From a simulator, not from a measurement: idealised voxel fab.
Process module name: voxel gate over fins
Square cells of 5 nm make up the cross-section cut, whose width is 240 nm.
Cross-section format: a grid of square cells, given as bands from top to bottom; each band is one or more rows of cells. What a band's entry tells you: where the top is and where the bottom is, as heights in nm, and after that what lies inside, material by material from left to right, each with its width in nm. Empty space is written as the word "air", and a single material marked with the word "throughout" occupies the band from edge to edge. The level at which height equals 0 is the one under which the wafer, as it arrives, is entirely one material. No lower edge exists for the bottom band, which continues downward and is notated as in "0 -> down". A two-number width, for instance "30 to 40", indicates that the width is equal to the first number in the top row of the band and to the second number in the bottom row, and that it changes by a constant amount per row of cells. When a step is marked "remains unaltered", none of the cells in the cross-section changed during that step. Empty spaces counting at least 8 cells and having no open way to the top are listed in "Fully enclosed voids". The notation width x height at distance is used for each, the distance being from the left edge and all three values in nm. Post-settings text on a step line: simulator's own remark regarding the step. For masked steps, "overlay nm" on the step line gives how far right of plan the mask actually lay; a minus sign means it lay to the left.
**Process steps (planned)**
1) RECEIVE (material Si)
2) CONFORMAL_DEP (material SiN; thk nm 5)
3) PATTERN (tone cover; mask id FINS; material resist; width nm 15; pitch nm 55; thk nm 20; overlay nm 0)
4) DIRECTIONAL_ETCH (etch materials SiN; depth nm 5)
5) DIRECTIONAL_ETCH (etch materials Si; depth nm 35)
6) STRIP (etch materials resist)
7) OXIDIZE (depth nm 5)
8) FILL_DEP (material SiO2; thk nm 15)
9) CMP (height nm 5)
10) MASKED_ETCH (tone open; mask id RAIL; width nm 15; etch materials SiO2; depth nm 35; overlay nm 0)
11) CONFORMAL_DEP (material TiN; thk nm 5)
12) FILL_DEP (material Ru; thk nm 10)
13) CMP (height nm 5)
14) SELECTIVE_ETCH (etch materials W Ru TiN; depth nm 25)
15) FILL_DEP (material SiO2; thk nm 5)
16) CMP (height nm 5)
17) SELECTIVE_ETCH (etch materials SiO2; depth nm 15)
18) STRIP (etch materials SiN)
19) CONFORMAL_DEP (material HfO2; thk nm 5)
20) CONFORMAL_DEP (material TiN; thk nm 5)
21) CONFORMAL_DEP (material TiAl; thk nm 5)
22) CONFORMAL_DEP (material TiN; thk nm 5)
23) FILL_DEP (material W; thk nm 10)
24) CMP (height nm 25)
25) CONFORMAL_DEP (material SiCN; thk nm 10)
**As-received wafer cross-section (after step 1)**
> 0 -> down: Si throughout
> Fully enclosed voids: none
**End state of the module in cross-section, given the above starting point and plan and one mistake in execution**
> 35 -> 25: SiCN throughout
> 25 -> 20: W throughout
> 20 -> 15: 70 nm W | 45 nm TiN | 10 nm W | 45 nm TiN | 70 nm W
> 15 -> 10: 70 nm W | 5 nm TiN | 35 nm TiAl | 5 nm TiN | 10 nm W | 5 nm TiN | 35 nm TiAl | 5 nm TiN | 70 nm W
> 10 -> 5: 75 nm TiN | 5 nm TiAl | 25 nm TiN | 5 nm TiAl | 20 nm TiN | 5 nm TiAl | 25 nm TiN | 5 nm TiAl | 75 nm TiN
> 5 -> 0: 80 nm TiAl | 5 nm TiN | 15 nm HfO2 | 5 nm TiN | 30 nm TiAl | 5 nm TiN | 15 nm HfO2 | 5 nm TiN | 80 nm TiAl
> 0 -> -5: 85 nm TiN | 5 nm HfO2 | 5 nm Si | 5 nm HfO2 | 40 nm TiN | 5 nm HfO2 | 5 nm Si | 5 nm HfO2 | 85 nm TiN
> -5 -> -10: 75 nm HfO2 | 10 nm TiN | 5 nm HfO2 | 5 nm Si | 5 nm HfO2 | 10 nm TiN | 20 nm HfO2 | 10 nm TiN | 5 nm HfO2 | 5 nm Si | 5 nm HfO2 | 10 nm TiN | 75 nm HfO2
> -10 -> -15: 70 nm SiO2 | 20 nm HfO2 | 5 nm Si | 20 nm HfO2 | 10 nm SiO2 | 20 nm HfO2 | 5 nm Si | 20 nm HfO2 | 70 nm SiO2
> -15 -> -20: 90 nm SiO2 | 5 nm Si | 50 nm SiO2 | 5 nm Si | 90 nm SiO2
> -20 -> -25: 90 nm SiO2 | 5 nm Si | 15 nm SiO2 | 5 nm TiN | 5 nm Ru | 5 nm TiN | 20 nm SiO2 | 5 nm Si | 90 nm SiO2
> -25 -> -30: 90 nm SiO2 | 5 nm Si | 15 nm SiO2 | 15 nm TiN | 20 nm SiO2 | 5 nm Si | 90 nm SiO2
> -30 -> -40: 90 nm SiO2 | 5 nm Si | 50 nm SiO2 | 5 nm Si | 90 nm SiO2
> -40 -> down: Si throughout
> Fully enclosed voids: none
It is concluded that the wafer was processed incorrectly with respect to the plan, in that the run placed steps 17 and 18 each in the position the plan gave to the other
